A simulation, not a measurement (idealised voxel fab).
This section sets out a process module, namely voxel self aligned vias.
Cross-sectional view cut (width: 215 nm; square cell size: 5 nm).
Cross-section spec: square-cell grid; bands listed top down; each band is one or more rows.
The band entry comprises the height of the band's top followed by the height of its bottom, expressed in nm, and subsequently the band's materials from left to right, each stated together with its width in nm. Where a single material is marked with the word "throughout", that material fills the band from edge to edge. The word "air" represents empty space.
It should be noted that heights are counted from 0, beneath which the wafer as supplied is of one material throughout, and that the lowest band possesses no lower boundary but continues downward, as written in "0 and below".
Note: "30 to 40" means the width goes from the first number (top row of the band) to the second number (bottom row) in equal steps per row of cells.
For the purposes of this document, the phrase "remained the same" attached to a step denotes that no cell within the cross-section was modified by that step.
Empty spaces counting at least 8 cells and having no open way to the top are listed in "Internal closed voids". The notation width x height at distance is used for each, the distance being from the left edge and all three values in nm.
On each step's line, the part that comes after the settings is the simulator's own comment on the step.
For masked steps, "overlay nm" on the step line gives how far right of plan the mask actually lay; a minus sign means it lay to the left.
Heads up before you read on: it's before/after pairs around one process step each, after side only down to the lowest band that changed, step plus settings under the pair. Pairs can be from different runs of this module, same starting wafer, so only chain a pair onto the one above if its "Prior state" entry says so.
# Prior state
	35 down to 25  SiO2=65; air=20; SiO2=40; air=20; SiO2=70
	25 down to 20  SiO2=65; TiN=20; SiO2=40; TiN=20; SiO2=70
	20 down to 15  SiCN throughout
	15 down to 0  SiO2 throughout
	0 and below  Si throughout
	Internal closed voids: none
# Cross-Section After Step
	45 down to 35  SiN throughout
	35 down to 25  SiO2=65; SiN=20; SiO2=40; SiN=20; SiO2=70
	Unchanged below 25.
	Internal closed voids: none
Here is the step that sits between the two cross-sections above: FILL_DEP with material SiN, thk nm 10
Prior state: the pre-step structure is the one depicted after the step in the pair just above.
# Cross-Section After Step
	35 down to 25  SiO2=65; SiN=20; SiO2=40; SiN=20; SiO2=70
	Unchanged below 25.
	Internal closed voids: none
Here is the step that sits between the two cross-sections above: CMP with height nm 35
Prior state: the pre-step structure is the one depicted after the step in the pair just above.
# Cross-Section After Step
	50 down to 35  SiO2 throughout
	Unchanged below 35.
	Internal closed voids: none
Here is the step that sits between the two cross-sections above: DIRECTIONAL_DEP with material SiO2, thk nm 15
Prior state: the pre-step structure is the one depicted after the step in the pair just above.
# Cross-Section After Step
	60 down to 50  aC throughout
	Unchanged below 50.
	Internal closed voids: none
Here is the step that sits between the two cross-sections above: DIRECTIONAL_DEP with material aC, thk nm 10
Prior state: the pre-step structure is the one depicted after the step in the pair just above.
# Cross-Section After Step
	90 down to 60  resist=60; air=30; resist=125
	Unchanged below 60.
	Internal closed voids: none
Here is the step that sits between the two cross-sections above: PATTERN with tone open, mask id VIAS, material resist, width nm 30, thk nm 30, overlay nm 0
Prior state: the pre-step structure is the one depicted after the step in the pair just above.
# Cross-Section After Step
	80 down to 60  resist=60; air=30; resist=125
	60 down to 50  aC=60; air=30; aC=125
	Unchanged below 50.
	Internal closed voids: none
Here is the step that sits between the two cross-sections above: DIRECTIONAL_ETCH with etch materials aC, depth nm 10
Prior state: the pre-step structure is the one depicted after the step in the pair just above.
# Cross-Section After Step
	60 down to 50  aC=60; air=30; aC=125
	Unchanged below 50.
	Internal closed voids: none
Here is the step that sits between the two cross-sections above: STRIP with etch materials resist
Prior state: the pre-step structure is the one depicted after the step in the pair just above.
# Cross-Section After Step
	60 down to 50  aC=60; air=30; aC=125
	50 down to 35  SiO2=60; air=30; SiO2=125
	Unchanged below 35.
	Internal closed voids: none
Here is the step that sits between the two cross-sections above: DIRECTIONAL_ETCH with etch materials SiO2, depth nm 15
Prior state: the pre-step structure is the one depicted after the step in the pair just above.
# Cross-Section After Step
	60 down to 50  aC=60; air=30; aC=125
	50 down to 35  SiO2=60; air=30; SiO2=125
	35 down to 25  SiO2=65; air=20; SiO2=40; SiN=20; SiO2=70
	Unchanged below 25.
	Internal closed voids: none
Here is the step that sits between the two cross-sections above: DIRECTIONAL_ETCH with etch materials SiN, depth nm 10
Prior state: the pre-step structure is the one depicted after the step in the pair just above.
# Cross-Section After Step
	50 down to 35  SiO2=60; air=30; SiO2=125
	Unchanged below 35.
	Internal closed voids: none
Here is the step that sits between the two cross-sections above: STRIP with etch materials aC
Prior state: the pre-step structure is the one depicted after the step in the pair just above.
# Cross-Section After Step
	55 down to 50  TiN=65; air=20; TiN=130
	50 down to 40  SiO2=60; TiN=5; air=20; TiN=5; SiO2=125
	40 down to 35  SiO2=60; TiN=10; air=10; TiN=10; SiO2=125
	35 down to 30  SiO2=65; TiN=5; air=10; TiN=5; SiO2=40; SiN=20; SiO2=70
	30 down to 25  SiO2=65; TiN=20; SiO2=40; SiN=20; SiO2=70
	Unchanged below 25.
	Internal closed voids: none
Here is the step that sits between the two cross-sections above: CONFORMAL_DEP with material TiN, thk nm 5
Prior state: the pre-step structure is the one depicted after the step in the pair just above.
# Cross-Section After Step
	60 down to 55  W throughout
	55 down to 50  TiN=65; W=20; TiN=130
	50 down to 40  SiO2=60; TiN=5; W=20; TiN=5; SiO2=125
	40 down to 35  SiO2=60; TiN=10; W=10; TiN=10; SiO2=125
	35 down to 30  SiO2=65; TiN=5; W=10; TiN=5; SiO2=40; SiN=20; SiO2=70
	Unchanged below 30.
	Internal closed voids: none
Here is the step that sits between the two cross-sections above: FILL_DEP with material W, thk nm 5
Prior state: the pre-step structure is the one depicted after the step in the pair just above.
# Cross-Section After Step
	50 down to 40  SiO2=60; TiN=5; W=20; TiN=5; SiO2=125
	Unchanged below 40.
	Internal closed voids: none
Here is the step that sits between the two cross-sections above: CMP with height nm 50
Prior state: the pre-step structure is the one depicted after the step in the pair just above.
# Cross-Section After Step
	55 down to 50  SiN throughout
	Unchanged below 50.
	Internal closed voids: none
Here is the step that sits between the two cross-sections above: CONFORMAL_DEP with material SiN, thk nm 5
# Prior state
	50 down to 35  aC throughout
	35 down to 15  SiO2 throughout
	15 down to 10  SiCN throughout
	10 down to 0  SiO2 throughout
	0 and below  Si throughout
	Internal closed voids: none
# Cross-Section After Step
	80 down to 50  resist=70; air=15; resist=45; air=15; resist=70
	Unchanged below 50.
	Internal closed voids: none
Here is the step that sits between the two cross-sections above: PATTERN with tone open, mask id LINES, material resist, width nm 15, pitch nm 60, thk nm 30, overlay nm 0
Prior state: the pre-step structure is the one depicted after the step in the pair just above.
# Cross-Section After Step
	65 down to 50  resist=70; air=15; resist=45; air=15; resist=70
	50 down to 35  aC=70; air=15; aC=45; air=15; aC=70
	Unchanged below 35.
	Internal closed voids: none
Here is the step that sits between the two cross-sections above: DIRECTIONAL_ETCH with etch materials aC, depth nm 15
Prior state: the pre-step structure is the one depicted after the step in the pair just above.
# Cross-Section After Step
	50 down to 35  aC=70; air=15; aC=45; air=15; aC=70
	Unchanged below 35.
	Internal closed voids: none
Here is the step that sits between the two cross-sections above: STRIP with etch materials resist
Prior state: the pre-step structure is the one depicted after the step in the pair just above.
# Cross-Section After Step
	50 down to 35  aC=70; air=15; aC=45; air=15; aC=70
	35 down to 15  SiO2=70; air=15; SiO2=45; air=15; SiO2=70
	Unchanged below 15.
	Internal closed voids: none
Here is the step that sits between the two cross-sections above: DIRECTIONAL_ETCH with etch materials SiO2, depth nm 20
Prior state: the pre-step structure is the one depicted after the step in the pair just above.
# Cross-Section After Step
	35 down to 15  SiO2=70; air=15; SiO2=45; air=15; SiO2=70
	Unchanged below 15.
	Internal closed voids: none
Here is the step that sits between the two cross-sections above: STRIP with etch materials aC
Prior state: the pre-step structure is the one depicted after the step in the pair just above.
# Cross-Section After Step
	40 down to 35  TiN=75; air=5; TiN=55; air=5; TiN=75
	35 down to 20  SiO2=70; TiN=5; air=5; TiN=5; SiO2=45; TiN=5; air=5; TiN=5; SiO2=70
	20 down to 15  SiO2=70; TiN=15; SiO2=45; TiN=15; SiO2=70
	Unchanged below 15.
	Internal closed voids: none
Here is the step that sits between the two cross-sections above: CONFORMAL_DEP with material TiN, thk nm 5
Prior state: the pre-step structure is the one depicted after the step in the pair just above.
# Cross-Section After Step
	50 down to 40  W throughout
	40 down to 35  TiN=75; W=5; TiN=55; W=5; TiN=75
	35 down to 20  SiO2=70; TiN=5; W=5; TiN=5; SiO2=45; TiN=5; W=5; TiN=5; SiO2=70
	Unchanged below 20.
	Internal closed voids: none
Here is the step that sits between the two cross-sections above: FILL_DEP with material W, thk nm 10
Prior state: the pre-step structure is the one depicted after the step in the pair just above.
# Cross-Section After Step
	35 down to 20  SiO2=70; TiN=5; W=5; TiN=5; SiO2=45; TiN=5; W=5; TiN=5; SiO2=70
	Unchanged below 20.
	Internal closed voids: none
Here is the step that sits between the two cross-sections above: CMP with height nm 35
Prior state: the pre-step structure is the one depicted after the step in the pair just above.
# Cross-Section After Step
	35 down to 25  SiO2=70; air=15; SiO2=45; air=15; SiO2=70
	Unchanged below 25.
	Internal closed voids: none
Here is the step that sits between the two cross-sections above: SELECTIVE_ETCH with etch materials W Ru TiN, depth nm 10
Prior state: the pre-step structure is the one depicted after the step in the pair just above.
# Cross-Section After Step
	45 down to 35  SiN throughout
	35 down to 25  SiO2=70; SiN=15; SiO2=45; SiN=15; SiO2=70
	Unchanged below 25.
	Internal closed voids: none
Here is the step that sits between the two cross-sections above: FILL_DEP with material SiN, thk nm 10
Prior state: the pre-step structure is the one depicted after the step in the pair just above.
# Cross-Section After Step
	35 down to 25  SiO2=70; SiN=15; SiO2=45; SiN=15; SiO2=70
	Unchanged below 25.
	Internal closed voids: none
Here is the step that sits between the two cross-sections above: CMP with height nm 35
Prior state: the pre-step structure is the one depicted after the step in the pair just above.
# Cross-Section After Step
	50 down to 35  SiO2 throughout
	Unchanged below 35.
	Internal closed voids: none
Here is the step that sits between the two cross-sections above: DIRECTIONAL_DEP with material SiO2, thk nm 15
Prior state: the pre-step structure is the one depicted after the step in the pair just above.
# Cross-Section After Step
	60 down to 50  aC throughout
	Unchanged below 50.
	Internal closed voids: none
Here is the step that sits between the two cross-sections above: DIRECTIONAL_DEP with material aC, thk nm 10
Prior state: the pre-step structure is the one depicted after the step in the pair just above.
# Cross-Section After Step
	90 down to 60  resist=60; air=30; resist=125
	Unchanged below 60.
	Internal closed voids: none
Here is the step that sits between the two cross-sections above: PATTERN with tone open, mask id VIAS, material resist, width nm 30, thk nm 30, overlay nm 0
Prior state: the pre-step structure is the one depicted after the step in the pair just above.
# Cross-Section After Step
	80 down to 60  resist=60; air=30; resist=125
	60 down to 50  aC=60; air=30; aC=125
	Unchanged below 50.
	Internal closed voids: none
Here is the step that sits between the two cross-sections above: DIRECTIONAL_ETCH with etch materials aC, depth nm 10
Prior state: the pre-step structure is the one depicted after the step in the pair just above.
# Cross-Section After Step
	60 down to 50  aC=60; air=30; aC=125
	Unchanged below 50.
	Internal closed voids: none
Here is the step that sits between the two cross-sections above: STRIP with etch materials resist
Prior state: the pre-step structure is the one depicted after the step in the pair just above.
# Cross-Section After Step
	60 down to 50  aC=60; air=30; aC=125
	50 down to 35  SiO2=60; air=30; SiO2=125
	Unchanged below 35.
	Internal closed voids: none
Here is the step that sits between the two cross-sections above: DIRECTIONAL_ETCH with etch materials SiO2, depth nm 15
Prior state: the pre-step structure is the one depicted after the step in the pair just above.
# Cross-Section After Step
	60 down to 50  aC=60; air=30; aC=125
	50 down to 35  SiO2=60; air=30; SiO2=125
	35 down to 25  SiO2=70; air=15; SiO2=45; SiN=15; SiO2=70
	Unchanged below 25.
	Internal closed voids: none
Here is the step that sits between the two cross-sections above: DIRECTIONAL_ETCH with etch materials SiN, depth nm 10
Prior state: the pre-step structure is the one depicted after the step in the pair just above.
# Cross-Section After Step
	50 down to 35  SiO2=60; air=30; SiO2=125
	Unchanged below 35.
	Internal closed voids: none
Here is the step that sits between the two cross-sections above: STRIP with etch materials aC
Prior state: the pre-step structure is the one depicted after the step in the pair just above.
# Cross-Section After Step
	55 down to 50  TiN=65; air=20; TiN=130
	50 down to 40  SiO2=60; TiN=5; air=20; TiN=5; SiO2=125
	40 down to 35  SiO2=60; TiN=15; air=5; TiN=10; SiO2=125
	35 down to 30  SiO2=70; TiN=5; air=5; TiN=5; SiO2=45; SiN=15; SiO2=70
	30 down to 25  SiO2=70; TiN=15; SiO2=45; SiN=15; SiO2=70
	Unchanged below 25.
	Internal closed voids: none
Here is the step that sits between the two cross-sections above: CONFORMAL_DEP with material TiN, thk nm 5
Prior state: the pre-step structure is the one depicted after the step in the pair just above.
# Cross-Section After Step
	60 down to 55  W throughout
	55 down to 50  TiN=65; W=20; TiN=130
	50 down to 40  SiO2=60; TiN=5; W=20; TiN=5; SiO2=125
	40 down to 35  SiO2=60; TiN=15; W=5; TiN=10; SiO2=125
	35 down to 30  SiO2=70; TiN=5; W=5; TiN=5; SiO2=45; SiN=15; SiO2=70
	Unchanged below 30.
	Internal closed voids: none
Here is the step that sits between the two cross-sections above: FILL_DEP with material W, thk nm 5
Prior state: the pre-step structure is the one depicted after the step in the pair just above.
# Cross-Section After Step
	50 down to 40  SiO2=60; TiN=5; W=20; TiN=5; SiO2=125
	Unchanged below 40.
	Internal closed voids: none
Here is the step that sits between the two cross-sections above: CMP with height nm 50
Prior state: the pre-step structure is the one depicted after the step in the pair just above.
# Cross-Section After Step
	55 down to 50  SiN throughout
	Unchanged below 50.
	Internal closed voids: none
Here is the step that sits between the two cross-sections above: CONFORMAL_DEP with material SiN, thk nm 5
# Prior state
	50 down to 35  aC throughout
	35 down to 15  SiO2 throughout
	15 down to 10  SiCN throughout
	10 down to 0  SiO2 throughout
	0 and below  Si throughout
	Internal closed voids: none
# Cross-Section After Step
	80 down to 50  resist=60; air=20; resist=40; air=20; resist=75
	Unchanged below 50.
	Internal closed voids: none
Here is the step that sits between the two cross-sections above: PATTERN with tone open, mask id LINES, material resist, width nm 20, pitch nm 60, thk nm 30, overlay nm -5
Prior state: the pre-step structure is the one depicted after the step in the pair just above.
# Cross-Section After Step
	65 down to 50  resist=60; air=20; resist=40; air=20; resist=75
	50 down to 35  aC=60; air=20; aC=40; air=20; aC=75
	Unchanged below 35.
	Internal closed voids: none
Here is the step that sits between the two cross-sections above: DIRECTIONAL_ETCH with etch materials aC, depth nm 15
Prior state: the pre-step structure is the one depicted after the step in the pair just above.
# Cross-Section After Step
	50 down to 35  aC=60; air=20; aC=40; air=20; aC=75
	Unchanged below 35.
	Internal closed voids: none
Here is the step that sits between the two cross-sections above: STRIP with etch materials resist
Prior state: the pre-step structure is the one depicted after the step in the pair just above.
# Cross-Section After Step
	50 down to 35  aC=60; air=20; aC=40; air=20; aC=75
	35 down to 15  SiO2=60; air=20; SiO2=40; air=20; SiO2=75
	Unchanged below 15.
	Internal closed voids: none
Here is the step that sits between the two cross-sections above: DIRECTIONAL_ETCH with etch materials SiO2, depth nm 20
Prior state: the pre-step structure is the one depicted after the step in the pair just above.
# Cross-Section After Step
	35 down to 15  SiO2=60; air=20; SiO2=40; air=20; SiO2=75
	Unchanged below 15.
	Internal closed voids: none
Here is the step that sits between the two cross-sections above: STRIP with etch materials aC
Prior state: the pre-step structure is the one depicted after the step in the pair just above.
# Cross-Section After Step
	40 down to 35  TiN=65; air=10; TiN=50; air=10; TiN=80
	35 down to 20  SiO2=60; TiN=5; air=10; TiN=5; SiO2=40; TiN=5; air=10; TiN=5; SiO2=75
	20 down to 15  SiO2=60; TiN=20; SiO2=40; TiN=20; SiO2=75
	Unchanged below 15.
	Internal closed voids: none
Here is the step that sits between the two cross-sections above: CONFORMAL_DEP with material TiN, thk nm 5
Prior state: the pre-step structure is the one depicted after the step in the pair just above.
# Cross-Section After Step
	50 down to 40  W throughout
	40 down to 35  TiN=65; W=10; TiN=50; W=10; TiN=80
	35 down to 20  SiO2=60; TiN=5; W=10; TiN=5; SiO2=40; TiN=5; W=10; TiN=5; SiO2=75
	Unchanged below 20.
	Internal closed voids: none
Here is the step that sits between the two cross-sections above: FILL_DEP with material W, thk nm 10
Prior state: the pre-step structure is the one depicted after the step in the pair just above.
# Cross-Section After Step
	35 down to 20  SiO2=60; TiN=5; W=10; TiN=5; SiO2=40; TiN=5; W=10; TiN=5; SiO2=75
	Unchanged below 20.
	Internal closed voids: none
Here is the step that sits between the two cross-sections above: CMP with height nm 35
Prior state: the pre-step structure is the one depicted after the step in the pair just above.
# Cross-Section After Step
	35 down to 25  SiO2=60; air=20; SiO2=40; air=20; SiO2=75
	Unchanged below 25.
	Internal closed voids: none
Here is the step that sits between the two cross-sections above: SELECTIVE_ETCH with etch materials W Ru TiN, depth nm 10
Prior state: the pre-step structure is the one depicted after the step in the pair just above.
# Cross-Section After Step
	45 down to 35  SiN throughout
	35 down to 25  SiO2=60; SiN=20; SiO2=40; SiN=20; SiO2=75
	Unchanged below 25.
	Internal closed voids: none
Here is the step that sits between the two cross-sections above: FILL_DEP with material SiN, thk nm 10
Prior state: the pre-step structure is the one depicted after the step in the pair just above.
# Cross-Section After Step
	35 down to 25  SiO2=60; SiN=20; SiO2=40; SiN=20; SiO2=75
	Unchanged below 25.
	Internal closed voids: none
Here is the step that sits between the two cross-sections above: CMP with height nm 35
Prior state: the pre-step structure is the one depicted after the step in the pair just above.
# Cross-Section After Step
	50 down to 35  SiO2 throughout
	Unchanged below 35.
	Internal closed voids: none
Here is the step that sits between the two cross-sections above: DIRECTIONAL_DEP with material SiO2, thk nm 15
Prior state: the pre-step structure is the one depicted after the step in the pair just above.
# Cross-Section After Step
	60 down to 50  aC throughout
	Unchanged below 50.
	Internal closed voids: none
Here is the step that sits between the two cross-sections above: DIRECTIONAL_DEP with material aC, thk nm 10
Prior state: the pre-step structure is the one depicted after the step in the pair just above.
# Cross-Section After Step
	90 down to 60  resist=60; air=30; resist=125
	Unchanged below 60.
	Internal closed voids: none
Here is the step that sits between the two cross-sections above: PATTERN with tone open, mask id VIAS, material resist, width nm 30, thk nm 30, overlay nm 0
Prior state: the pre-step structure is the one depicted after the step in the pair just above.
# Cross-Section After Step
	80 down to 60  resist=60; air=30; resist=125
	60 down to 50  aC=60; air=30; aC=125
	Unchanged below 50.
	Internal closed voids: none
Here is the step that sits between the two cross-sections above: DIRECTIONAL_ETCH with etch materials aC, depth nm 10
Prior state: the pre-step structure is the one depicted after the step in the pair just above.
# Cross-Section After Step
	60 down to 50  aC=60; air=30; aC=125
	Unchanged below 50.
	Internal closed voids: none
Here is the step that sits between the two cross-sections above: STRIP with etch materials resist
Prior state: the pre-step structure is the one depicted after the step in the pair just above.
# Cross-Section After Step
	60 down to 50  aC=60; air=30; aC=125
	50 down to 35  SiO2=60; air=30; SiO2=125
	Unchanged below 35.
	Internal closed voids: none
Here is the step that sits between the two cross-sections above: DIRECTIONAL_ETCH with etch materials SiO2, depth nm 15
Prior state: the pre-step structure is the one depicted after the step in the pair just above.
# Cross-Section After Step
	60 down to 50  aC=60; air=30; aC=125
	50 down to 35  SiO2=60; air=30; SiO2=125
	35 down to 25  SiO2=60; air=20; SiO2=40; SiN=20; SiO2=75
	Unchanged below 25.
	Internal closed voids: none
Here is the step that sits between the two cross-sections above: DIRECTIONAL_ETCH with etch materials SiN, depth nm 10
Prior state: the pre-step structure is the one depicted after the step in the pair just above.
# Cross-Section After Step
	50 down to 35  SiO2=60; air=30; SiO2=125
	Unchanged below 35.
	Internal closed voids: none
Here is the step that sits between the two cross-sections above: STRIP with etch materials aC
Prior state: the pre-step structure is the one depicted after the step in the pair just above.
# Cross-Section After Step
	55 down to 50  TiN=65; air=20; TiN=130
	50 down to 40  SiO2=60; TiN=5; air=20; TiN=5; SiO2=125
	40 down to 35  SiO2=60; TiN=5; air=10; TiN=15; SiO2=125
	35 down to 30  SiO2=60; TiN=5; air=10; TiN=5; SiO2=40; SiN=20; SiO2=75
	30 down to 25  SiO2=60; TiN=20; SiO2=40; SiN=20; SiO2=75
	Unchanged below 25.
	Internal closed voids: none
Here is the step that sits between the two cross-sections above: CONFORMAL_DEP with material TiN, thk nm 5
Prior state: the pre-step structure is the one depicted after the step in the pair just above.
# Cross-Section After Step
	60 down to 55  W throughout
	55 down to 50  TiN=65; W=20; TiN=130
	50 down to 40  SiO2=60; TiN=5; W=20; TiN=5; SiO2=125
	40 down to 35  SiO2=60; TiN=5; W=10; TiN=15; SiO2=125
	35 down to 30  SiO2=60; TiN=5; W=10; TiN=5; SiO2=40; SiN=20; SiO2=75
	Unchanged below 30.
	Internal closed voids: none
Here is the step that sits between the two cross-sections above: FILL_DEP with material W, thk nm 5
Prior state: the pre-step structure is the one depicted after the step in the pair just above.
# Cross-Section After Step
	50 down to 40  SiO2=60; TiN=5; W=20; TiN=5; SiO2=125
	Unchanged below 40.
	Internal closed voids: none
Here is the step that sits between the two cross-sections above: CMP with height nm 50
Prior state: the pre-step structure is the one depicted after the step in the pair just above.
# Cross-Section After Step
	55 down to 50  SiN throughout
	Unchanged below 50.
	Internal closed voids: none
Here is the step that sits between the two cross-sections above: CONFORMAL_DEP with material SiN, thk nm 5
# Prior state
	10 down to 0  SiO2 throughout
	0 and below  Si throughout
	Internal closed voids: none
# Cross-Section After Step
	15 down to 0  SiO2 throughout
	Unchanged below 0.
	Internal closed voids: none
Here is the step that sits between the two cross-sections above: CONFORMAL_DEP with material SiO2, thk nm 5
Prior state: the pre-step structure is the one depicted after the step in the pair just above.
# Cross-Section After Step
	35 down to 0  SiO2 throughout
	Unchanged below 0.
	Internal closed voids: none
Here is the step that sits between the two cross-sections above: DIRECTIONAL_DEP with material SiO2, thk nm 20
Prior state: the pre-step structure is the one depicted after the step in the pair just above.
# Cross-Section After Step
	50 down to 35  aC throughout
	Unchanged below 35.
	Internal closed voids: none
Here is the step that sits between the two cross-sections above: DIRECTIONAL_DEP with material aC, thk nm 15
Prior state: the pre-step structure is the one depicted after the step in the pair just above.
# Cross-Section After Step
	80 down to 50  resist=65; air=20; resist=40; air=20; resist=70
	Unchanged below 50.
	Internal closed voids: none
Here is the step that sits between the two cross-sections above: PATTERN with tone open, mask id LINES, material resist, width nm 20, pitch nm 60, thk nm 30, overlay nm 0
Prior state: the pre-step structure is the one depicted after the step in the pair just above.
# Cross-Section After Step
	65 down to 50  resist=65; air=20; resist=40; air=20; resist=70
	50 down to 35  aC=65; air=20; aC=40; air=20; aC=70
	Unchanged below 35.
	Internal closed voids: none
Here is the step that sits between the two cross-sections above: DIRECTIONAL_ETCH with etch materials aC, depth nm 15
Prior state: the pre-step structure is the one depicted after the step in the pair just above.
# Cross-Section After Step
	50 down to 35  aC=65; air=20; aC=40; air=20; aC=70
	Unchanged below 35.
	Internal closed voids: none
Here is the step that sits between the two cross-sections above: STRIP with etch materials resist
Prior state: the pre-step structure is the one depicted after the step in the pair just above.
# Cross-Section After Step
	50 down to 35  aC=65; air=20; aC=40; air=20; aC=70
	35 down to 15  SiO2=65; air=20; SiO2=40; air=20; SiO2=70
	Unchanged below 15.
	Internal closed voids: none
Here is the step that sits between the two cross-sections above: DIRECTIONAL_ETCH with etch materials SiO2, depth nm 20
Prior state: the pre-step structure is the one depicted after the step in the pair just above.
# Cross-Section After Step
	35 down to 15  SiO2=65; air=20; SiO2=40; air=20; SiO2=70
	Unchanged below 15.
	Internal closed voids: none
Here is the step that sits between the two cross-sections above: STRIP with etch materials aC
Prior state: the pre-step structure is the one depicted after the step in the pair just above.
# Cross-Section After Step
	40 down to 35  TiN=70; air=10; TiN=50; air=10; TiN=75
	35 down to 20  SiO2=65; TiN=5; air=10; TiN=5; SiO2=40; TiN=5; air=10; TiN=5; SiO2=70
	20 down to 15  SiO2=65; TiN=20; SiO2=40; TiN=20; SiO2=70
	Unchanged below 15.
	Internal closed voids: none
Here is the step that sits between the two cross-sections above: CONFORMAL_DEP with material TiN, thk nm 5
Prior state: the pre-step structure is the one depicted after the step in the pair just above.
# Cross-Section After Step
	50 down to 40  W throughout
	40 down to 35  TiN=70; W=10; TiN=50; W=10; TiN=75
	35 down to 20  SiO2=65; TiN=5; W=10; TiN=5; SiO2=40; TiN=5; W=10; TiN=5; SiO2=70
	Unchanged below 20.
	Internal closed voids: none
Here is the step that sits between the two cross-sections above: FILL_DEP with material W, thk nm 10
Prior state: the pre-step structure is the one depicted after the step in the pair just above.
# Cross-Section After Step
	35 down to 20  SiO2=65; TiN=5; W=10; TiN=5; SiO2=40; TiN=5; W=10; TiN=5; SiO2=70
	Unchanged below 20.
	Internal closed voids: none
Here is the step that sits between the two cross-sections above: CMP with height nm 35
Prior state: the pre-step structure is the one depicted after the step in the pair just above.
# Cross-Section After Step
	35 down to 25  SiO2=65; air=20; SiO2=40; air=20; SiO2=70
	Unchanged below 25.
	Internal closed voids: none
Here is the step that sits between the two cross-sections above: SELECTIVE_ETCH with etch materials W Ru TiN, depth nm 10
Prior state: the pre-step structure is the one depicted after the step in the pair just above.
# Cross-Section After Step
	45 down to 35  SiN throughout
	35 down to 25  SiO2=65; SiN=20; SiO2=40; SiN=20; SiO2=70
	Unchanged below 25.
	Internal closed voids: none
Here is the step that sits between the two cross-sections above: FILL_DEP with material SiN, thk nm 10
Prior state: the pre-step structure is the one depicted after the step in the pair just above.
# Cross-Section After Step
	35 down to 25  SiO2=65; SiN=20; SiO2=40; SiN=20; SiO2=70
	Unchanged below 25.
	Internal closed voids: none
Here is the step that sits between the two cross-sections above: CMP with height nm 35
Prior state: the pre-step structure is the one depicted after the step in the pair just above.
# Cross-Section After Step
	50 down to 35  SiO2 throughout
	Unchanged below 35.
	Internal closed voids: none
Here is the step that sits between the two cross-sections above: DIRECTIONAL_DEP with material SiO2, thk nm 15
Prior state: the pre-step structure is the one depicted after the step in the pair just above.
# Cross-Section After Step
	60 down to 50  aC throughout
	Unchanged below 50.
	Internal closed voids: none
Here is the step that sits between the two cross-sections above: DIRECTIONAL_DEP with material aC, thk nm 10
Prior state: the pre-step structure is the one depicted after the step in the pair just above.
# Cross-Section After Step
	90 down to 60  resist=60; air=30; resist=125
	Unchanged below 60.
	Internal closed voids: none
Here is the step that sits between the two cross-sections above: PATTERN with tone open, mask id VIAS, material resist, width nm 30, thk nm 30, overlay nm 0
Prior state: the pre-step structure is the one depicted after the step in the pair just above.
# Cross-Section After Step
	80 down to 60  resist=60; air=30; resist=125
	60 down to 50  aC=60; air=30; aC=125
	Unchanged below 50.
	Internal closed voids: none
Here is the step that sits between the two cross-sections above: DIRECTIONAL_ETCH with etch materials aC, depth nm 10
Prior state: the pre-step structure is the one depicted after the step in the pair just above.
# Cross-Section After Step
	60 down to 50  aC=60; air=30; aC=125
	Unchanged below 50.
	Internal closed voids: none
Here is the step that sits between the two cross-sections above: STRIP with etch materials resist
Prior state: the pre-step structure is the one depicted after the step in the pair just above.
# Cross-Section After Step
	60 down to 50  aC=60; air=30; aC=125
	50 down to 35  SiO2=60; air=30; SiO2=125
	Unchanged below 35.
	Internal closed voids: none
Here is the step that sits between the two cross-sections above: DIRECTIONAL_ETCH with etch materials SiO2, depth nm 15
Prior state: the pre-step structure is the one depicted after the step in the pair just above.
# Cross-Section After Step
	60 down to 50  aC=60; air=30; aC=125
	50 down to 35  SiO2=60; air=30; SiO2=125
	35 down to 25  SiO2=65; air=20; SiO2=40; SiN=20; SiO2=70
	Unchanged below 25.
	Internal closed voids: none
Here is the step that sits between the two cross-sections above: DIRECTIONAL_ETCH with etch materials SiN, depth nm 10
Prior state: the pre-step structure is the one depicted after the step in the pair just above.
# Cross-Section After Step
	50 down to 35  SiO2=60; air=30; SiO2=125
	Unchanged below 35.
	Internal closed voids: none
Here is the step that sits between the two cross-sections above: STRIP with etch materials aC
Prior state: the pre-step structure is the one depicted after the step in the pair just above.
# Cross-Section After Step
	55 down to 50  TiN=65; air=20; TiN=130
	50 down to 40  SiO2=60; TiN=5; air=20; TiN=5; SiO2=125
	40 down to 35  SiO2=60; TiN=10; air=10; TiN=10; SiO2=125
	35 down to 30  SiO2=65; TiN=5; air=10; TiN=5; SiO2=40; SiN=20; SiO2=70
	30 down to 25  SiO2=65; TiN=20; SiO2=40; SiN=20; SiO2=70
	Unchanged below 25.
	Internal closed voids: none
Here is the step that sits between the two cross-sections above: CONFORMAL_DEP with material TiN, thk nm 5
Prior state: the pre-step structure is the one depicted after the step in the pair just above.
# Cross-Section After Step
	60 down to 55  W throughout
	55 down to 50  TiN=65; W=20; TiN=130
	50 down to 40  SiO2=60; TiN=5; W=20; TiN=5; SiO2=125
	40 down to 35  SiO2=60; TiN=10; W=10; TiN=10; SiO2=125
	35 down to 30  SiO2=65; TiN=5; W=10; TiN=5; SiO2=40; SiN=20; SiO2=70
	Unchanged below 30.
	Internal closed voids: none
Here is the step that sits between the two cross-sections above: FILL_DEP with material W, thk nm 5
Prior state: the pre-step structure is the one depicted after the step in the pair just above.
# Cross-Section After Step
	50 down to 40  SiO2=60; TiN=5; W=20; TiN=5; SiO2=125
	Unchanged below 40.
	Internal closed voids: none
Here is the step that sits between the two cross-sections above: CMP with height nm 50
Prior state: the pre-step structure is the one depicted after the step in the pair just above.
# Cross-Section After Step
	55 down to 50  SiN throughout
	Unchanged below 50.
	Internal closed voids: none
Here is the step that sits between the two cross-sections above: CONFORMAL_DEP with material SiN, thk nm 5
# Prior state
	50 down to 35  aC throughout
	35 down to 15  SiO2 throughout
	15 down to 10  SiCN throughout
	10 down to 0  SiO2 throughout
	0 and below  Si throughout
	Internal closed voids: none
# Cross-Section After Step
	80 down to 50  air=65; resist=20; air=40; resist=20; air=70
	Unchanged below 50.
	Internal closed voids: none
Here is the step that sits between the two cross-sections above: PATTERN with tone cover, mask id LINES, material resist, width nm 20, pitch nm 60, thk nm 30, overlay nm 0
Prior state: the pre-step structure is the one depicted after the step in the pair just above.
# Cross-Section After Step
	65 down to 50  air=65; resist=20; air=40; resist=20; air=70
	50 down to 35  air=65; aC=20; air=40; aC=20; air=70
	Unchanged below 35.
	Internal closed voids: none
Here is the step that sits between the two cross-sections above: DIRECTIONAL_ETCH with etch materials aC, depth nm 15
Prior state: the pre-step structure is the one depicted after the step in the pair just above.
# Cross-Section After Step
	50 down to 35  air=65; aC=20; air=40; aC=20; air=70
	Unchanged below 35.
	Internal closed voids: none
Here is the step that sits between the two cross-sections above: STRIP with etch materials resist
